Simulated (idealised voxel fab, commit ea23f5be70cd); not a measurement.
process module | voxel wiring stack
cross-section cut | 145 nm wide | cells 5 nm
A cross-section is a grid of square cells, given in bands from the top down. A band is one or more rows of cells.
Each band's line starts with the height of the band's top and of its bottom, in nm. Then come its materials from left to right, each with its width in nm. One material with "throughout" fills the band from edge to edge. "air" is empty space.
Height 0 is the level under which the wafer as received is all one material. The lowest band goes on downwards, as in "0 down".
A width such as "30 to 40" changes by the same amount from each row of cells to the next, from the band's top row to its bottom row.
"no change" after a step means that no cell of the cross-section changed.
closed voids: empty space of 8 cells or more with no open way to the top, each as width x height at its distance from the left edge, in nm
after a step's settings: what the simulator itself notes on the step
overlay nm, on a step with a mask: how far to the right of its planned place the mask lay; to the left if negative
plan
1 op RECEIVE | material Si
2 op CONFORMAL_DEP | material SiO2 | thk nm 15
3 op DIRECTIONAL_DEP | material TiN | thk nm 5
4 op DIRECTIONAL_DEP | material W | thk nm 15
5 op MASKED_ETCH | tone cover | mask id METAL_1 | width nm 20 | pitch nm 45 | etch materials W | depth nm 15 | overlay nm 0
6 op MASKED_ETCH | tone cover | mask id METAL_1 | width nm 20 | pitch nm 45 | etch materials TiN | depth nm 5 | overlay nm 0
7 op FILL_DEP | material lowk | thk nm 5
8 op CMP | height nm 35
9 op CONFORMAL_DEP | material SiCN | thk nm 5
10 op DIRECTIONAL_DEP | material lowk | thk nm 15
11 op DIRECTIONAL_DEP | material aC | thk nm 15
12 op PATTERN | tone open | mask id PLUG_1 | material resist | width nm 15 | thk nm 30 | overlay nm 0
13 op DIRECTIONAL_ETCH | etch materials aC | depth nm 15
14 op STRIP | etch materials resist
15 op DIRECTIONAL_ETCH | etch materials lowk | depth nm 15
16 op DIRECTIONAL_ETCH | etch materials SiCN | depth nm 5
17 op STRIP | etch materials aC
18 op CONFORMAL_DEP | material TiN | thk nm 5
19 op FILL_DEP | material Ru | thk nm 5
20 op CMP | height nm 55
21 op CONFORMAL_DEP | material SiN | thk nm 5
22 op DIRECTIONAL_DEP | material SiO2 | thk nm 15
23 op PATTERN | tone open | mask id METAL_2 | material resist | width nm 20 | pitch nm 45 | thk nm 20 | overlay nm 0
24 op DIRECTIONAL_ETCH | etch materials SiO2 | depth nm 15
25 op DIRECTIONAL_ETCH | etch materials SiN | depth nm 5
26 op STRIP | etch materials resist
27 op CONFORMAL_DEP | material TiN | thk nm 5
28 op FILL_DEP | material Ru | thk nm 10
29 op CMP | height nm 75
30 op CONFORMAL_DEP | material SiN | thk nm 5
first wafer, as planned
as received, after step 1
  0 down: Si throughout
  closed voids: none
after step 2
  15 to 0: SiO2 throughout
  below 0: unchanged
after step 3
  20 to 15: TiN throughout
  below 15: unchanged
after step 4
  35 to 20: W throughout
  below 20: unchanged
after step 5
  35 to 20: air 40 | W 20 | air 25 | W 20 | air 40
  below 20: unchanged
after step 6
  35 to 20: air 40 | W 20 | air 25 | W 20 | air 40
  20 to 15: air 40 | TiN 20 | air 25 | TiN 20 | air 40
  below 15: unchanged
after step 7
  40 to 35: lowk throughout
  35 to 20: lowk 40 | W 20 | lowk 25 | W 20 | lowk 40
  20 to 15: lowk 40 | TiN 20 | lowk 25 | TiN 20 | lowk 40
  below 15: unchanged
after step 8
  35 to 20: lowk 40 | W 20 | lowk 25 | W 20 | lowk 40
  below 20: unchanged
after step 9
  40 to 35: SiCN throughout
  below 35: unchanged
after step 10
  55 to 40: lowk throughout
  below 40: unchanged
after step 11
  70 to 55: aC throughout
  below 55: unchanged
after step 12
  100 to 70: resist 40 | air 15 | resist 90
  below 70: unchanged
after step 13
  85 to 70: resist 40 | air 15 | resist 90
  70 to 55: aC 40 | air 15 | aC 90
  below 55: unchanged
after step 14
  70 to 55: aC 40 | air 15 | aC 90
  below 55: unchanged
after step 15
  70 to 55: aC 40 | air 15 | aC 90
  55 to 40: lowk 40 | air 15 | lowk 90
  below 40: unchanged
after step 16
  70 to 55: aC 40 | air 15 | aC 90
  55 to 40: lowk 40 | air 15 | lowk 90
  40 to 35: SiCN 40 | air 15 | SiCN 90
  below 35: unchanged
after step 17
  55 to 40: lowk 40 | air 15 | lowk 90
  below 40: unchanged
after step 18
  60 to 55: TiN 45 | air 5 | TiN 95
  55 to 40: lowk 40 | TiN 5 | air 5 | TiN 5 | lowk 90
  40 to 35: SiCN 40 | TiN 15 | SiCN 90
  below 35: unchanged
after step 19
  65 to 60: Ru throughout
  60 to 55: TiN 45 | Ru 5 | TiN 95
  55 to 40: lowk 40 | TiN 5 | Ru 5 | TiN 5 | lowk 90
  below 40: unchanged
after step 20
  55 to 40: lowk 40 | TiN 5 | Ru 5 | TiN 5 | lowk 90
  below 40: unchanged
after step 21
  60 to 55: SiN throughout
  below 55: unchanged
after step 22
  75 to 60: SiO2 throughout
  below 60: unchanged
after step 23
  95 to 75: resist 40 | air 20 | resist 25 | air 20 | resist 40
  below 75: unchanged
after step 24
  95 to 75: resist 40 | air 20 | resist 25 | air 20 | resist 40
  75 to 60: SiO2 40 | air 20 | SiO2 25 | air 20 | SiO2 40
  below 60: unchanged
after step 25
  95 to 75: resist 40 | air 20 | resist 25 | air 20 | resist 40
  75 to 60: SiO2 40 | air 20 | SiO2 25 | air 20 | SiO2 40
  60 to 55: SiN 40 | air 20 | SiN 25 | air 20 | SiN 40
  below 55: unchanged
after step 26
  75 to 60: SiO2 40 | air 20 | SiO2 25 | air 20 | SiO2 40
  below 60: unchanged
after step 27
  80 to 75: TiN 45 | air 10 | TiN 35 | air 10 | TiN 45
  75 to 60: SiO2 40 | TiN 5 | air 10 | TiN 5 | SiO2 25 | TiN 5 | air 10 | TiN 5 | SiO2 40
  60 to 55: SiN 40 | TiN 20 | SiN 25 | TiN 20 | SiN 40
  below 55: unchanged
after step 28
  90 to 80: Ru throughout
  80 to 75: TiN 45 | Ru 10 | TiN 35 | Ru 10 | TiN 45
  75 to 60: SiO2 40 | TiN 5 | Ru 10 | TiN 5 | SiO2 25 | TiN 5 | Ru 10 | TiN 5 | SiO2 40
  below 60: unchanged
after step 29
  75 to 60: SiO2 40 | TiN 5 | Ru 10 | TiN 5 | SiO2 25 | TiN 5 | Ru 10 | TiN 5 | SiO2 40
  below 60: unchanged
after step 30
  80 to 75: SiN throughout
  below 75: unchanged
second wafer: like start, like plan, one mistake. Through step 1 it matches the first wafer
when step 2 should have ended
  5 to 0: TiN throughout
  below 0: unchanged
when step 3 should have ended
  20 to 5: SiO2 throughout
  below 5: unchanged
when step 4 should have ended
  35 to 20: W throughout
  below 20: unchanged
when step 5 should have ended
  35 to 20: air 40 | W 20 | air 25 | W 20 | air 40
  below 20: unchanged
when step 6 should have ended: no change
when step 7 should have ended
  40 to 35: lowk throughout
  35 to 20: lowk 40 | W 20 | lowk 25 | W 20 | lowk 40
  below 20: unchanged
when step 8 should have ended
  35 to 20: lowk 40 | W 20 | lowk 25 | W 20 | lowk 40
  below 20: unchanged
when step 9 should have ended
  40 to 35: SiCN throughout
  below 35: unchanged
when step 10 should have ended
  55 to 40: lowk throughout
  below 40: unchanged
when step 11 should have ended
  70 to 55: aC throughout
  below 55: unchanged
when step 12 should have ended
  100 to 70: resist 40 | air 15 | resist 90
  below 70: unchanged
when step 13 should have ended
  85 to 70: resist 40 | air 15 | resist 90
  70 to 55: aC 40 | air 15 | aC 90
  below 55: unchanged
when step 14 should have ended
  70 to 55: aC 40 | air 15 | aC 90
  below 55: unchanged
when step 15 should have ended
  70 to 55: aC 40 | air 15 | aC 90
  55 to 40: lowk 40 | air 15 | lowk 90
  below 40: unchanged
when step 16 should have ended
  70 to 55: aC 40 | air 15 | aC 90
  55 to 40: lowk 40 | air 15 | lowk 90
  40 to 35: SiCN 40 | air 15 | SiCN 90
  below 35: unchanged
when step 17 should have ended
  55 to 40: lowk 40 | air 15 | lowk 90
  below 40: unchanged
when step 18 should have ended
  60 to 55: TiN 45 | air 5 | TiN 95
  55 to 40: lowk 40 | TiN 5 | air 5 | TiN 5 | lowk 90
  40 to 35: SiCN 40 | TiN 15 | SiCN 90
  below 35: unchanged
when step 19 should have ended
  65 to 60: Ru throughout
  60 to 55: TiN 45 | Ru 5 | TiN 95
  55 to 40: lowk 40 | TiN 5 | Ru 5 | TiN 5 | lowk 90
  below 40: unchanged
when step 20 should have ended
  55 to 40: lowk 40 | TiN 5 | Ru 5 | TiN 5 | lowk 90
  below 40: unchanged
when step 21 should have ended
  60 to 55: SiN throughout
  below 55: unchanged
when step 22 should have ended
  75 to 60: SiO2 throughout
  below 60: unchanged
when step 23 should have ended
  95 to 75: resist 40 | air 20 | resist 25 | air 20 | resist 40
  below 75: unchanged
when step 24 should have ended
  95 to 75: resist 40 | air 20 | resist 25 | air 20 | resist 40
  75 to 60: SiO2 40 | air 20 | SiO2 25 | air 20 | SiO2 40
  below 60: unchanged
when step 25 should have ended
  95 to 75: resist 40 | air 20 | resist 25 | air 20 | resist 40
  75 to 60: SiO2 40 | air 20 | SiO2 25 | air 20 | SiO2 40
  60 to 55: SiN 40 | air 20 | SiN 25 | air 20 | SiN 40
  below 55: unchanged
when step 26 should have ended
  75 to 60: SiO2 40 | air 20 | SiO2 25 | air 20 | SiO2 40
  below 60: unchanged
when step 27 should have ended
  80 to 75: TiN 45 | air 10 | TiN 35 | air 10 | TiN 45
  75 to 60: SiO2 40 | TiN 5 | air 10 | TiN 5 | SiO2 25 | TiN 5 | air 10 | TiN 5 | SiO2 40
  60 to 55: SiN 40 | TiN 20 | SiN 25 | TiN 20 | SiN 40
  below 55: unchanged
when step 28 should have ended
  90 to 80: Ru throughout
  80 to 75: TiN 45 | Ru 10 | TiN 35 | Ru 10 | TiN 45
  75 to 60: SiO2 40 | TiN 5 | Ru 10 | TiN 5 | SiO2 25 | TiN 5 | Ru 10 | TiN 5 | SiO2 40
  below 60: unchanged
when step 29 should have ended
  75 to 60: SiO2 40 | TiN 5 | Ru 10 | TiN 5 | SiO2 25 | TiN 5 | Ru 10 | TiN 5 | SiO2 40
  below 60: unchanged
when step 30 should have ended
  80 to 75: SiN throughout
  below 75: unchanged
what went wrong: steps 2 and 3 were swapped
at the end the second wafer has, in cells: 21 more of TiN | 21 fewer of lowk
